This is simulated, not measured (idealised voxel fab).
A process module follows: voxel capacitor over wiring.
The cross-section shown here is cut; it is 160 nm wide and divided into square cells measuring 5 nm on a side.
When this document writes out a cross-section, it uses a grid of square cells and lists it as bands, beginning at the top and moving down, with a band standing for one or more rows of cells.
What a band's entry tells you: where the top is and where the bottom is, as heights in nm, and after that what lies inside, material by material from left to right, each with its width in nm. Empty space is written as the word "empty", and a single material marked with the word "all across" occupies the band from edge to edge.
Height datum 0, below which the as-received substrate wafer is one material. Lowest band open at the bottom, running downward: "0 and below".
Width "30 to 40": first value at the band's top row of cells, second value at its bottom row, equal change from row to row.
"nothing was modified" for a step: no cell of the cross-section changed in that step.
Under "Cavities, closed" you'll find the enclosed gaps, the ones with no way out to the top, that are 8 cells or bigger; each reads width x height at distance, with distance counted from the left edge, everything in nm.
Note: text after step settings on the step line = simulator remark on that step.
overlay nm: where the mask lay relative to plan, measured to the right, on steps with a mask; negatives go left.
Planned step list for the process:
| 1 | RECEIVE, material Si |
| 2 | CONFORMAL_DEP, material SiO2, thk nm 10 |
| 3 | CONFORMAL_DEP, material SiCN, thk nm 5 |
| 4 | DIRECTIONAL_DEP, material lowk, thk nm 15 |
| 5 | PATTERN, tone open, mask id METAL_1, material resist, width nm 20, pitch nm 85, thk nm 20, overlay nm 0 |
| 6 | DIRECTIONAL_ETCH, etch materials lowk, depth nm 15 |
| 7 | DIRECTIONAL_ETCH, etch materials SiCN, depth nm 5 |
| 8 | STRIP, etch materials resist |
| 9 | CONFORMAL_DEP, material TiN, thk nm 5 |
| 10 | FILL_DEP, material Cu, thk nm 5 |
| 11 | CMP, height nm 30 |
| 12 | EPI, material Ru, thk nm 5 |
| 13 | FILL_DEP, material SiCN, thk nm 5 |
| 14 | DIRECTIONAL_DEP, material lowk, thk nm 10 |
| 15 | PATTERN, tone open, mask id PLUG_1, material resist, width nm 15, thk nm 15, overlay nm 0 |
| 16 | DIRECTIONAL_ETCH, etch materials lowk, depth nm 10 |
| 17 | DIRECTIONAL_ETCH, etch materials SiCN, depth nm 5 |
| 18 | STRIP, etch materials resist |
| 19 | EPI, material Ru, thk nm 10 |
| 20 | EPI, material Ru, thk nm 5 |
| 21 | DIRECTIONAL_DEP, material TiN, thk nm 10 |
| 22 | DIRECTIONAL_DEP, material SiN, thk nm 5 |
| 23 | DIRECTIONAL_DEP, material TiN, thk nm 5 |
| 24 | MASKED_ETCH, tone cover, mask id UPPER_PLATE, width nm 70, etch materials TiN, depth nm 5, overlay nm 0 |
| 25 | MASKED_ETCH, tone cover, mask id UPPER_PLATE, width nm 70, etch materials SiN, depth nm 5, overlay nm 0 |
| 26 | PATTERN, tone cover, mask id LOWER_PLATE, material resist, width nm 80, thk nm 15, overlay nm 0 |
| 27 | DIRECTIONAL_ETCH, etch materials TiN, depth nm 10 |
| 28 | STRIP, etch materials resist |
| 29 | FILL_DEP, material SiO2, thk nm 15 |
| 30 | CMP, height nm 80 |
| 31 | MASKED_ETCH, tone open, mask id PLUG_2, width nm 15, etch materials SiO2, depth nm 10, overlay nm 0 |
| 32 | CONFORMAL_DEP, material TiN, thk nm 5 |
| 33 | FILL_DEP, material W, thk nm 10 |
| 34 | CMP, height nm 80 |
| 35 | CONFORMAL_DEP, material SiN, thk nm 5 |
Cross-section: wafer on arrival = after step 1:
  0 and below: Si all across
  Cavities, closed: none
Sectioned view, first of two wafers, at the close of the module, processed as intended in the plan:
  85 down to 80: SiN all across
  80 down to 75: 40 SiO2, 5 TiN, 5 W, 5 TiN, 105 SiO2
  75 down to 65: 40 to 30 SiO2, 15 to 70 TiN, 105 to 60 SiO2
  65 down to 60: 30 SiO2, 70 SiN, 60 SiO2
  60 down to 50: 25 SiO2, 80 TiN, 55 SiO2
  50 down to 40: 30 lowk, 15 Ru, 115 lowk
  40 down to 35: 30 SiCN, 15 Ru, 115 SiCN
  35 down to 30: 20 SiCN, 30 Ru, 55 SiCN, 30 Ru, 25 SiCN
  30 down to 15: 25 lowk, 5 TiN, 10 Cu, 5 TiN, 65 lowk, 5 TiN, 10 Cu, 5 TiN, 30 lowk
  15 down to 10: 25 SiCN, 20 TiN, 65 SiCN, 20 TiN, 30 SiCN
  10 down to 0: SiO2 all across
  0 and below: Si all across
  Cavities, closed: none
Presented here is a cross-section of the second of the two wafers as it stood at the end of the module. It was started in the same manner and assigned the same plan as the first wafer; however, one mistake was made in its execution:
  85 down to 80: SiN all across
  80 down to 75: 40 SiO2, 5 TiN, 5 W, 5 TiN, 105 SiO2
  75 down to 65: 40 to 30 SiO2, 15 to 70 TiN, 105 to 60 SiO2
  65 down to 60: 30 SiO2, 70 SiN, 60 SiO2
  60 down to 50: 25 SiO2, 80 TiN, 55 SiO2
  50 down to 40: 25 lowk, 25 Ru, 110 lowk
  40 down to 35: 25 SiCN, 25 Ru, 110 SiCN
  35 down to 30: 20 SiCN, 30 Ru, 55 SiCN, 30 Ru, 25 SiCN
  30 down to 15: 25 lowk, 5 TiN, 10 Cu, 5 TiN, 65 lowk, 5 TiN, 10 Cu, 5 TiN, 30 lowk
  15 down to 10: 25 SiCN, 20 TiN, 65 SiCN, 20 TiN, 30 SiCN
  10 down to 0: SiO2 all across
  0 and below: Si all across
  Cavities, closed: none
What went wrong in running the wafer? heads up, step 15 didn't go per plan, it actually ran as PATTERN, tone open, mask id PLUG_1, material resist, width nm 25, thk nm 15, overlay nm 0
It is noted that, at the conclusion of processing, the second wafer exhibits a higher or lower cell count for certain materials relative to the first: Ru: 6 more | SiCN: 2 fewer | lowk: 4 fewer
